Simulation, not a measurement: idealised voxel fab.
Process module, titled voxel self aligned contacts
300 nm wide, 5 nm square cells: that's cross-section cut.
Throughout this document, each cross-section is represented as a grid of square cells and is presented as a sequence of bands enumerated from the top downward, where a band comprises one or more rows of cells.
What a band's entry tells you: where the top is and where the bottom is, as heights in nm, and after that what lies inside, material by material from left to right, each with its width in nm. Empty space is written as the word "empty", and a single material marked with the word "full width" occupies the band from edge to edge.
It should be noted that heights are counted from 0, beneath which the wafer as supplied is of one material throughout, and that the lowest band possesses no lower boundary but continues downward, as written in "from 0 down".
It should be noted that a width expressed as "30->40" varies in equal increments from row to row of cells within the band, taking the value of the first number at the top row and that of the second number at the bottom row.
Any step labelled "no modifications" changed none of the cells in the cross-section.
Look at "Sealed internal cavities" for the closed voids: empty spaces with no open path to the top, sized 8 cells or up. Each is width x height at distance, distance from the left edge, all nm.
Read whatever lies past the settings on a step's line as the simulator's own remark about the step.
The line of a step may include "overlay nm". On a step with a mask, this value is how far to the right of its planned place the mask lay. A negative value means the mask lay to the left.
-- Planned step list for the process
| 1 | RECEIVE [material Si] |
| 2 | OXIDIZE [depth nm 5] |
| 3 | DIRECTIONAL_DEP [material polySi] [thk nm 20] |
| 4 | DIRECTIONAL_DEP [material SiN] [thk nm 15] |
| 5 | MASKED_ETCH [tone cover] [mask id GATE] [width nm 25] [pitch nm 60] [etch materials SiN] [depth nm 15] [overlay nm 0] |
| 6 | MASKED_ETCH [tone cover] [mask id GATE] [width nm 25] [pitch nm 60] [etch materials polySi] [depth nm 20] [overlay nm 0] |
| 7 | CONFORMAL_DEP [material SiN] [thk nm 5] |
| 8 | DIRECTIONAL_ETCH [etch materials SiN] [depth nm 5] |
| 9 | FILL_DEP [material SiO2] [thk nm 15] |
| 10 | CMP [height nm 40] |
| 11 | DIRECTIONAL_DEP [material aC] [thk nm 10] |
| 12 | PATTERN [tone open] [mask id CONTACT] [material resist] [width nm 45] [thk nm 30] [overlay nm 0] |
| 13 | DIRECTIONAL_ETCH [etch materials aC] [depth nm 10] |
| 14 | STRIP [etch materials resist] |
| 15 | DIRECTIONAL_ETCH [etch materials SiO2] [depth nm 45] |
| 16 | STRIP [etch materials aC] |
| 17 | CONFORMAL_DEP [material TiN] [thk nm 5] |
| 18 | FILL_DEP [material Ru] [thk nm 5] |
| 19 | CMP [height nm 40] |
| 20 | CONFORMAL_DEP [material SiN] [thk nm 5] |
-- So, the first of our two wafers, run just as we planned it
-- Step 1 complete: cross-section of the wafer as received
- from 0 down = Si full width
- Sealed internal cavities: none
-- Cross-section through the wafer, step 2 finished
- from 0 to -5 = SiO2 full width
- Below a height of -5, the structure has not been altered.
-- Cross-section through the wafer, step 3 finished
- from 20 to 0 = polySi full width
- Below a height of 0, the structure has not been altered.
-- Cross-section through the wafer, step 4 finished
- from 35 to 20 = SiN full width
- Below a height of 20, the structure has not been altered.
-- Cross-section through the wafer, step 5 finished
- from 35 to 20 = empty 105; SiN 25; empty 35; SiN 25; empty 110
- Below a height of 20, the structure has not been altered.
-- Cross-section through the wafer, step 6 finished
- from 35 to 20 = empty 105; SiN 25; empty 35; SiN 25; empty 110
- from 20 to 0 = empty 105; polySi 25; empty 35; polySi 25; empty 110
- Below a height of 0, the structure has not been altered.
-- Cross-section through the wafer, step 7 finished
- from 40 to 20 = empty 100; SiN 35; empty 25; SiN 35; empty 105
- from 20 to 5 = empty 100; SiN 5; polySi 25; SiN 5; empty 25; SiN 5; polySi 25; SiN 5; empty 105
- from 5 to 0 = SiN 105; polySi 25; SiN 35; polySi 25; SiN 110
- Below a height of 0, the structure has not been altered.
-- Cross-section through the wafer, step 8 finished
- from 35 to 20 = empty 100; SiN 35; empty 25; SiN 35; empty 105
- from 20 to 0 = empty 100; SiN 5; polySi 25; SiN 5; empty 25; SiN 5; polySi 25; SiN 5; empty 105
- Below a height of 0, the structure has not been altered.
-- Cross-section through the wafer, step 9 finished
- from 50 to 35 = SiO2 full width
- from 35 to 20 = SiO2 100; SiN 35; SiO2 25; SiN 35; SiO2 105
- from 20 to 0 = SiO2 100; SiN 5; polySi 25; SiN 5; SiO2 25; SiN 5; polySi 25; SiN 5; SiO2 105
- Below a height of 0, the structure has not been altered.
-- Cross-section through the wafer, step 10 finished
- from 40 to 35 = SiO2 full width
- Below a height of 35, the structure has not been altered.
-- Cross-section through the wafer, step 11 finished
- from 50 to 40 = aC full width
- Below a height of 40, the structure has not been altered.
-- Cross-section through the wafer, step 12 finished
- from 80 to 50 = resist 125; empty 45; resist 130
- Below a height of 50, the structure has not been altered.
-- Cross-section through the wafer, step 13 finished
- from 70 to 50 = resist 125; empty 45; resist 130
- from 50 to 40 = aC 125; empty 45; aC 130
- Below a height of 40, the structure has not been altered.
-- Cross-section through the wafer, step 14 finished
- from 50 to 40 = aC 125; empty 45; aC 130
- Below a height of 40, the structure has not been altered.
-- Cross-section through the wafer, step 15 finished
- from 50 to 40 = aC 125; empty 45; aC 130
- from 40 to 35 = SiO2 125; empty 45; SiO2 130
- from 35 to 20 = SiO2 100; SiN 35; empty 25; SiN 35; SiO2 105
- from 20 to 0 = SiO2 100; SiN 5; polySi 25; SiN 5; empty 25; SiN 5; polySi 25; SiN 5; SiO2 105
- from 0 to -5 = SiO2 135; empty 25; SiO2 140
- Below a height of -5, the structure has not been altered.
-- Cross-section through the wafer, step 16 finished
- from 40 to 35 = SiO2 125; empty 45; SiO2 130
- Below a height of 35, the structure has not been altered.
-- Cross-section through the wafer, step 17 finished
- from 45 to 40 = TiN 130; empty 35; TiN 135
- from 40 to 35 = SiO2 125; TiN 15; empty 15; TiN 15; SiO2 130
- from 35 to 20 = SiO2 100; SiN 35; TiN 5; empty 15; TiN 5; SiN 35; SiO2 105
- from 20 to 0 = SiO2 100; SiN 5; polySi 25; SiN 5; TiN 5; empty 15; TiN 5; SiN 5; polySi 25; SiN 5; SiO2 105
- from 0 to -5 = SiO2 135; TiN 25; SiO2 140
- Below a height of -5, the structure has not been altered.
-- Cross-section through the wafer, step 18 finished
- from 50 to 45 = Ru full width
- from 45 to 40 = TiN 130; Ru 35; TiN 135
- from 40 to 35 = SiO2 125; TiN 15; Ru 15; TiN 15; SiO2 130
- from 35 to 20 = SiO2 100; SiN 35; TiN 5; Ru 15; TiN 5; SiN 35; SiO2 105
- from 20 to 0 = SiO2 100; SiN 5; polySi 25; SiN 5; TiN 5; Ru 15; TiN 5; SiN 5; polySi 25; SiN 5; SiO2 105
- Below a height of 0, the structure has not been altered.
-- Cross-section through the wafer, step 19 finished
- from 40 to 35 = SiO2 125; TiN 15; Ru 15; TiN 15; SiO2 130
- Below a height of 35, the structure has not been altered.
-- Cross-section through the wafer, step 20 finished
- from 45 to 40 = SiN full width
- Below a height of 40, the structure has not been altered.
-- Second wafer. Start and plan as for the first. One mistake made in running. Agrees with the first up to and including step 4
-- The second wafer cut through, at the time step 5 was supposed to be finished
- from 35 to 20 = empty 105; SiN 30; empty 30; SiN 30; empty 105
- Below a height of 20, the structure has not been altered.
-- The second wafer cut through, at the time step 6 was supposed to be finished
- from 35 to 20 = empty 105; SiN 30; empty 30; SiN 30; empty 105
- from 20 to 0 = empty 105; polySi 30; empty 30; polySi 30; empty 105
- Below a height of 0, the structure has not been altered.
-- The second wafer cut through, at the time step 7 was supposed to be finished
- from 40 to 20 = empty 100; SiN 40; empty 20; SiN 40; empty 100
- from 20 to 5 = empty 100; SiN 5; polySi 30; SiN 5; empty 20; SiN 5; polySi 30; SiN 5; empty 100
- from 5 to 0 = SiN 105; polySi 30; SiN 30; polySi 30; SiN 105
- Below a height of 0, the structure has not been altered.
-- The second wafer cut through, at the time step 8 was supposed to be finished
- from 35 to 20 = empty 100; SiN 40; empty 20; SiN 40; empty 100
- from 20 to 0 = empty 100; SiN 5; polySi 30; SiN 5; empty 20; SiN 5; polySi 30; SiN 5; empty 100
- Below a height of 0, the structure has not been altered.
-- The second wafer cut through, at the time step 9 was supposed to be finished
- from 50 to 35 = SiO2 full width
- from 35 to 20 = SiO2 100; SiN 40; SiO2 20; SiN 40; SiO2 100
- from 20 to 0 = SiO2 100; SiN 5; polySi 30; SiN 5; SiO2 20; SiN 5; polySi 30; SiN 5; SiO2 100
- Below a height of 0, the structure has not been altered.
-- The second wafer cut through, at the time step 10 was supposed to be finished
- from 40 to 35 = SiO2 full width
- Below a height of 35, the structure has not been altered.
-- The second wafer cut through, at the time step 11 was supposed to be finished
- from 50 to 40 = aC full width
- Below a height of 40, the structure has not been altered.
-- The second wafer cut through, at the time step 12 was supposed to be finished
- from 80 to 50 = resist 125; empty 45; resist 130
- Below a height of 50, the structure has not been altered.
-- The second wafer cut through, at the time step 13 was supposed to be finished
- from 70 to 50 = resist 125; empty 45; resist 130
- from 50 to 40 = aC 125; empty 45; aC 130
- Below a height of 40, the structure has not been altered.
-- The second wafer cut through, at the time step 14 was supposed to be finished
- from 50 to 40 = aC 125; empty 45; aC 130
- Below a height of 40, the structure has not been altered.
-- The second wafer cut through, at the time step 15 was supposed to be finished
- from 50 to 40 = aC 125; empty 45; aC 130
- from 40 to 35 = SiO2 125; empty 45; SiO2 130
- from 35 to 20 = SiO2 100; SiN 40; empty 20; SiN 40; SiO2 100
- from 20 to 0 = SiO2 100; SiN 5; polySi 30; SiN 5; empty 20; SiN 5; polySi 30; SiN 5; SiO2 100
- from 0 to -5 = SiO2 140; empty 20; SiO2 140
- Below a height of -5, the structure has not been altered.
-- The second wafer cut through, at the time step 16 was supposed to be finished
- from 40 to 35 = SiO2 125; empty 45; SiO2 130
- Below a height of 35, the structure has not been altered.
-- The second wafer cut through, at the time step 17 was supposed to be finished
- from 45 to 40 = TiN 130; empty 35; TiN 135
- from 40 to 35 = SiO2 125; TiN 20; empty 10; TiN 15; SiO2 130
- from 35 to 20 = SiO2 100; SiN 40; TiN 5; empty 10; TiN 5; SiN 40; SiO2 100
- from 20 to 0 = SiO2 100; SiN 5; polySi 30; SiN 5; TiN 5; empty 10; TiN 5; SiN 5; polySi 30; SiN 5; SiO2 100
- from 0 to -5 = SiO2 140; TiN 20; SiO2 140
- Below a height of -5, the structure has not been altered.
-- The second wafer cut through, at the time step 18 was supposed to be finished
- from 50 to 45 = Ru full width
- from 45 to 40 = TiN 130; Ru 35; TiN 135
- from 40 to 35 = SiO2 125; TiN 20; Ru 10; TiN 15; SiO2 130
- from 35 to 20 = SiO2 100; SiN 40; TiN 5; Ru 10; TiN 5; SiN 40; SiO2 100
- from 20 to 0 = SiO2 100; SiN 5; polySi 30; SiN 5; TiN 5; Ru 10; TiN 5; SiN 5; polySi 30; SiN 5; SiO2 100
- Below a height of 0, the structure has not been altered.
-- The second wafer cut through, at the time step 19 was supposed to be finished
- from 40 to 35 = SiO2 125; TiN 20; Ru 10; TiN 15; SiO2 130
- Below a height of 35, the structure has not been altered.
-- The second wafer cut through, at the time step 20 was supposed to be finished
- from 45 to 40 = SiN full width
- Below a height of 40, the structure has not been altered.
Finding, execution versus plan: step 5 ran with different settings than intended, the actual operation and settings being MASKED_ETCH [tone cover] [mask id GATE] [width nm 30] [pitch nm 60] [etch materials SiN] [depth nm 15] [overlay nm 0]
Once processing is complete, comparing cell counts shows that the second wafer has more or fewer of certain materials than the first: -8 Ru, +6 SiN, -6 SiO2, +8 polySi
